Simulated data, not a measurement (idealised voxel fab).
The process module that follows is named voxel spacer lines.
Cross-section cut spans 260 nm and uses square cells 5 nm in size.
In this document a cross-section is written as a grid of square cells. It is given as a series of bands, listed from the top down, and a band is one or more rows of cells.
First you get the band's top height and its bottom height, in nm, and then the materials it's made of, left to right, with each width in nm. If you see a single material with "all across", that one covers the band edge to edge. "empty" is empty space.
Basically, 0 is our baseline, since under it the wafer straight out of the box is all one material. The bottom band has no lower end and keeps on going down, so it looks like "z 0 and below".
Think of "30 to 40" as a width that walks from the first number to the second as you go down the band, top row to bottom row, taking equal-sized steps from row to row.
For the purposes of this document, the phrase "no change" attached to a step denotes that no cell within the cross-section was modified by that step.
In "Trapped voids" the enclosed voids are listed, meaning empty spaces of 8 cells or larger without any opening to the top. The form is width x height at distance, distance from the left edge, units nm.
Anything after a step's settings on that line? It's the simulator's own note about the step.
overlay nm, on a step with a mask: how far to the right of its planned place the mask lay; to the left if negative

So here's the lineup of process steps we planned
1,RECEIVE (material Si)
2,CONFORMAL_DEP (material Al2O3; thk nm 5)
3,DIRECTIONAL_DEP (material SiN; thk nm 10)
4,DIRECTIONAL_DEP (material aC; thk nm 20)
5,PATTERN (tone cover; mask id MANDREL; material resist; width nm 25; pitch nm 70; thk nm 30; overlay nm 0)
6,DIRECTIONAL_ETCH (etch materials aC; depth nm 20)
7,STRIP (etch materials resist)
8,CONFORMAL_DEP (material SiO2; thk nm 10)
9,DIRECTIONAL_ETCH (etch materials SiO2; depth nm 10)
10,STRIP (etch materials aC)
11,DIRECTIONAL_ETCH (etch materials SiN; depth nm 10)
12,STRIP (etch materials SiO2)
13,FILL_DEP (material SiO2; thk nm 10)
14,CMP (height nm 15)

Wafer, first of two, run as planned

Wafer at receipt (post step 1), cross-section
> z 0 and below: Si all across
> Trapped voids: none

Cross-section of the wafer after step 2
> z 5 to 0: Al2O3 all across
> All layers under 0 are left as they were.

Cross-section of the wafer after step 3
> z 15 to 5: SiN all across
> All layers under 5 are left as they were.

Cross-section of the wafer after step 4
> z 35 to 15: aC all across
> All layers under 15 are left as they were.

Cross-section of the wafer after step 5
> z 65 to 35: 45 empty  25 resist  45 empty  25 resist  45 empty  25 resist  50 empty
> All layers under 35 are left as they were.

Cross-section of the wafer after step 6
> z 45 to 35: 45 empty  25 resist  45 empty  25 resist  45 empty  25 resist  50 empty
> z 35 to 15: 45 empty  25 aC  45 empty  25 aC  45 empty  25 aC  50 empty
> All layers under 15 are left as they were.

Cross-section of the wafer after step 7
> z 35 to 15: 45 empty  25 aC  45 empty  25 aC  45 empty  25 aC  50 empty
> All layers under 15 are left as they were.

Cross-section of the wafer after step 8
> z 45 to 35: 35 empty  45 SiO2  25 empty  45 SiO2  25 empty  45 SiO2  40 empty
> z 35 to 25: 35 empty  10 SiO2  25 aC  10 SiO2  25 empty  10 SiO2  25 aC  10 SiO2  25 empty  10 SiO2  25 aC  10 SiO2  40 empty
> z 25 to 15: 45 SiO2  25 aC  45 SiO2  25 aC  45 SiO2  25 aC  50 SiO2
> All layers under 15 are left as they were.

Cross-section of the wafer after step 9
> z 35 to 15: 35 empty  10 SiO2  25 aC  10 SiO2  25 empty  10 SiO2  25 aC  10 SiO2  25 empty  10 SiO2  25 aC  10 SiO2  40 empty
> All layers under 15 are left as they were.

Cross-section of the wafer after step 10
> z 35 to 15: 35 empty  10 SiO2  25 empty  10 SiO2  25 empty  10 SiO2  25 empty  10 SiO2  25 empty  10 SiO2  25 empty  10 SiO2  40 empty
> All layers under 15 are left as they were.

Cross-section of the wafer after step 11
> z 35 to 15: 35 empty  10 SiO2  25 empty  10 SiO2  25 empty  10 SiO2  25 empty  10 SiO2  25 empty  10 SiO2  25 empty  10 SiO2  40 empty
> z 15 to 5: 35 empty  10 SiN  25 empty  10 SiN  25 empty  10 SiN  25 empty  10 SiN  25 empty  10 SiN  25 empty  10 SiN  40 empty
> All layers under 5 are left as they were.

Cross-section of the wafer after step 12
> z 15 to 5: 35 empty  10 SiN  25 empty  10 SiN  25 empty  10 SiN  25 empty  10 SiN  25 empty  10 SiN  25 empty  10 SiN  40 empty
> All layers under 5 are left as they were.

Cross-section of the wafer after step 13
> z 25 to 15: SiO2 all across
> z 15 to 5: 35 SiO2  10 SiN  25 SiO2  10 SiN  25 SiO2  10 SiN  25 SiO2  10 SiN  25 SiO2  10 SiN  25 SiO2  10 SiN  40 SiO2
> All layers under 5 are left as they were.

Cross-section of the wafer after step 14
> z 15 to 5: 35 SiO2  10 SiN  25 SiO2  10 SiN  25 SiO2  10 SiN  25 SiO2  10 SiN  25 SiO2  10 SiN  25 SiO2  10 SiN  40 SiO2
> All layers under 5 are left as they were.

Wafer two: like wafer one in start and plan, but with one mistake in execution; identical up to and including step 2

Cross-section of the second wafer when, according to plan, step 3 should have finished
> z 10 to 5: SiN all across
> All layers under 5 are left as they were.

Cross-section of the second wafer when, according to plan, step 4 should have finished
> z 30 to 10: aC all across
> All layers under 10 are left as they were.

Cross-section of the second wafer when, according to plan, step 5 should have finished
> z 60 to 30: 45 empty  25 resist  45 empty  25 resist  45 empty  25 resist  50 empty
> All layers under 30 are left as they were.

Cross-section of the second wafer when, according to plan, step 6 should have finished
> z 40 to 30: 45 empty  25 resist  45 empty  25 resist  45 empty  25 resist  50 empty
> z 30 to 10: 45 empty  25 aC  45 empty  25 aC  45 empty  25 aC  50 empty
> All layers under 10 are left as they were.

Cross-section of the second wafer when, according to plan, step 7 should have finished
> z 30 to 10: 45 empty  25 aC  45 empty  25 aC  45 empty  25 aC  50 empty
> All layers under 10 are left as they were.

Cross-section of the second wafer when, according to plan, step 8 should have finished
> z 40 to 30: 35 empty  45 SiO2  25 empty  45 SiO2  25 empty  45 SiO2  40 empty
> z 30 to 20: 35 empty  10 SiO2  25 aC  10 SiO2  25 empty  10 SiO2  25 aC  10 SiO2  25 empty  10 SiO2  25 aC  10 SiO2  40 empty
> z 20 to 10: 45 SiO2  25 aC  45 SiO2  25 aC  45 SiO2  25 aC  50 SiO2
> All layers under 10 are left as they were.

Cross-section of the second wafer when, according to plan, step 9 should have finished
> z 30 to 10: 35 empty  10 SiO2  25 aC  10 SiO2  25 empty  10 SiO2  25 aC  10 SiO2  25 empty  10 SiO2  25 aC  10 SiO2  40 empty
> All layers under 10 are left as they were.

Cross-section of the second wafer when, according to plan, step 10 should have finished
> z 30 to 10: 35 empty  10 SiO2  25 empty  10 SiO2  25 empty  10 SiO2  25 empty  10 SiO2  25 empty  10 SiO2  25 empty  10 SiO2  40 empty
> All layers under 10 are left as they were.

Cross-section of the second wafer when, according to plan, step 11 should have finished
> z 30 to 10: 35 empty  10 SiO2  25 empty  10 SiO2  25 empty  10 SiO2  25 empty  10 SiO2  25 empty  10 SiO2  25 empty  10 SiO2  40 empty
> z 10 to 5: 35 empty  10 SiN  25 empty  10 SiN  25 empty  10 SiN  25 empty  10 SiN  25 empty  10 SiN  25 empty  10 SiN  40 empty
> All layers under 5 are left as they were.

Cross-section of the second wafer when, according to plan, step 12 should have finished
> z 10 to 5: 35 empty  10 SiN  25 empty  10 SiN  25 empty  10 SiN  25 empty  10 SiN  25 empty  10 SiN  25 empty  10 SiN  40 empty
> All layers under 5 are left as they were.

Cross-section of the second wafer when, according to plan, step 13 should have finished
> z 20 to 10: SiO2 all across
> z 10 to 5: 35 SiO2  10 SiN  25 SiO2  10 SiN  25 SiO2  10 SiN  25 SiO2  10 SiN  25 SiO2  10 SiN  25 SiO2  10 SiN  40 SiO2
> All layers under 5 are left as they were.

Cross-section of the second wafer when, according to plan, step 14 should have finished
> z 15 to 10: SiO2 all across
> All layers under 10 are left as they were.
Run error: step 3 did not happen as planned, as run it was DIRECTIONAL_DEP (material SiN; thk nm 5)
Counted in cells at the end, the second wafer holds more or fewer of these materials than the first: -12 SiN; +12 SiO2
